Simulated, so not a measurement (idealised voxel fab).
process module | voxel tone inversion
cross-section cut | 245 nm wide | cells 5 nm
A cross-section is a grid of square cells, given in bands from the top down. A band is one or more rows of cells.
Each band's line starts with the height of the band's top and of its bottom, in nm. Then come its materials from left to right, each with its width in nm. One material with "throughout" fills the band from edge to edge. "air" is empty space.
Height 0 is the level under which the wafer as received is all one material. The lowest band goes on downwards, as in "0 down".
A width such as "30 to 40" changes by the same amount from each row of cells to the next, from the band's top row to its bottom row.
"no change" after a step means that no cell of the cross-section changed.
closed voids: empty space of 8 cells or more with no open way to the top, each as width x height at its distance from the left edge, in nm
after a step's settings: what the simulator itself notes on the step
overlay nm, on a step with a mask: how far to the right of its planned place the mask lay; to the left if negative
plan
1 op RECEIVE | material Si
2 op CONFORMAL_DEP | material SiN | thk nm 10
3 op DIRECTIONAL_DEP | material polySi | thk nm 15
4 op PATTERN | tone cover | mask id POSTS | material resist | width nm 20 | pitch nm 45 | thk nm 20 | overlay nm 0
5 op DIRECTIONAL_ETCH | etch materials polySi | depth nm 15
6 op STRIP | etch materials resist
7 op FILL_DEP | material SiO2 | thk nm 10
8 op CMP | height nm 25
9 op STRIP | etch materials polySi
10 op CONFORMAL_DEP | material TiN | thk nm 5
11 op FILL_DEP | material Cu | thk nm 5
12 op CMP | height nm 25
13 op CONFORMAL_DEP | material SiCN | thk nm 5
first wafer, as planned
as received, after step 1
  0 down: Si throughout
  closed voids: none
after step 2
  10 to 0: SiN throughout
  below 0: unchanged
after step 3
  25 to 10: polySi throughout
  below 10: unchanged
after step 4
  45 to 25: air 65 | resist 20 | air 25 | resist 20 | air 25 | resist 20 | air 70
  below 25: unchanged
after step 5
  45 to 25: air 65 | resist 20 | air 25 | resist 20 | air 25 | resist 20 | air 70
  25 to 10: air 65 | polySi 20 | air 25 | polySi 20 | air 25 | polySi 20 | air 70
  below 10: unchanged
after step 6
  25 to 10: air 65 | polySi 20 | air 25 | polySi 20 | air 25 | polySi 20 | air 70
  below 10: unchanged
after step 7
  35 to 25: SiO2 throughout
  25 to 10: SiO2 65 | polySi 20 | SiO2 25 | polySi 20 | SiO2 25 | polySi 20 | SiO2 70
  below 10: unchanged
after step 8
  25 to 10: SiO2 65 | polySi 20 | SiO2 25 | polySi 20 | SiO2 25 | polySi 20 | SiO2 70
  below 10: unchanged
after step 9
  25 to 10: SiO2 65 | air 20 | SiO2 25 | air 20 | SiO2 25 | air 20 | SiO2 70
  below 10: unchanged
after step 10
  30 to 25: TiN 70 | air 10 | TiN 35 | air 10 | TiN 35 | air 10 | TiN 75
  25 to 15: SiO2 65 | TiN 5 | air 10 | TiN 5 | SiO2 25 | TiN 5 | air 10 | TiN 5 | SiO2 25 | TiN 5 | air 10 | TiN 5 | SiO2 70
  15 to 10: SiO2 65 | TiN 20 | SiO2 25 | TiN 20 | SiO2 25 | TiN 20 | SiO2 70
  below 10: unchanged
after step 11
  35 to 30: Cu throughout
  30 to 25: TiN 70 | Cu 10 | TiN 35 | Cu 10 | TiN 35 | Cu 10 | TiN 75
  25 to 15: SiO2 65 | TiN 5 | Cu 10 | TiN 5 | SiO2 25 | TiN 5 | Cu 10 | TiN 5 | SiO2 25 | TiN 5 | Cu 10 | TiN 5 | SiO2 70
  below 15: unchanged
after step 12
  25 to 15: SiO2 65 | TiN 5 | Cu 10 | TiN 5 | SiO2 25 | TiN 5 | Cu 10 | TiN 5 | SiO2 25 | TiN 5 | Cu 10 | TiN 5 | SiO2 70
  below 15: unchanged
after step 13
  30 to 25: SiCN throughout
  below 25: unchanged
second wafer: like start, like plan, one mistake. Through step 3 it matches the first wafer
when step 4 should have ended
  45 to 25: resist 65 | air 20 | resist 25 | air 20 | resist 25 | air 20 | resist 70
  below 25: unchanged
when step 5 should have ended
  45 to 25: resist 65 | air 20 | resist 25 | air 20 | resist 25 | air 20 | resist 70
  25 to 10: polySi 65 | air 20 | polySi 25 | air 20 | polySi 25 | air 20 | polySi 70
  below 10: unchanged
when step 6 should have ended
  25 to 10: polySi 65 | air 20 | polySi 25 | air 20 | polySi 25 | air 20 | polySi 70
  below 10: unchanged
when step 7 should have ended
  35 to 25: SiO2 throughout
  25 to 10: polySi 65 | SiO2 20 | polySi 25 | SiO2 20 | polySi 25 | SiO2 20 | polySi 70
  below 10: unchanged
when step 8 should have ended
  25 to 10: polySi 65 | SiO2 20 | polySi 25 | SiO2 20 | polySi 25 | SiO2 20 | polySi 70
  below 10: unchanged
when step 9 should have ended
  25 to 10: air 65 | SiO2 20 | air 25 | SiO2 20 | air 25 | SiO2 20 | air 70
  below 10: unchanged
when step 10 should have ended
  30 to 25: air 60 | TiN 30 | air 15 | TiN 30 | air 15 | TiN 30 | air 65
  25 to 15: air 60 | TiN 5 | SiO2 20 | TiN 5 | air 15 | TiN 5 | SiO2 20 | TiN 5 | air 15 | TiN 5 | SiO2 20 | TiN 5 | air 65
  15 to 10: TiN 65 | SiO2 20 | TiN 25 | SiO2 20 | TiN 25 | SiO2 20 | TiN 70
  below 10: unchanged
when step 11 should have ended
  35 to 30: Cu throughout
  30 to 25: Cu 60 | TiN 30 | Cu 15 | TiN 30 | Cu 15 | TiN 30 | Cu 65
  25 to 15: Cu 60 | TiN 5 | SiO2 20 | TiN 5 | Cu 15 | TiN 5 | SiO2 20 | TiN 5 | Cu 15 | TiN 5 | SiO2 20 | TiN 5 | Cu 65
  below 15: unchanged
when step 12 should have ended
  25 to 15: Cu 60 | TiN 5 | SiO2 20 | TiN 5 | Cu 15 | TiN 5 | SiO2 20 | TiN 5 | Cu 15 | TiN 5 | SiO2 20 | TiN 5 | Cu 65
  below 15: unchanged
when step 13 should have ended
  30 to 25: SiCN throughout
  below 25: unchanged
what went wrong: step 4 ran as: op PATTERN | tone open | mask id POSTS | material resist | width nm 20 | pitch nm 45 | thk nm 20 | overlay nm 0
at the end the second wafer has, in cells: 50 more of Cu | 75 fewer of SiO2 | 25 more of TiN
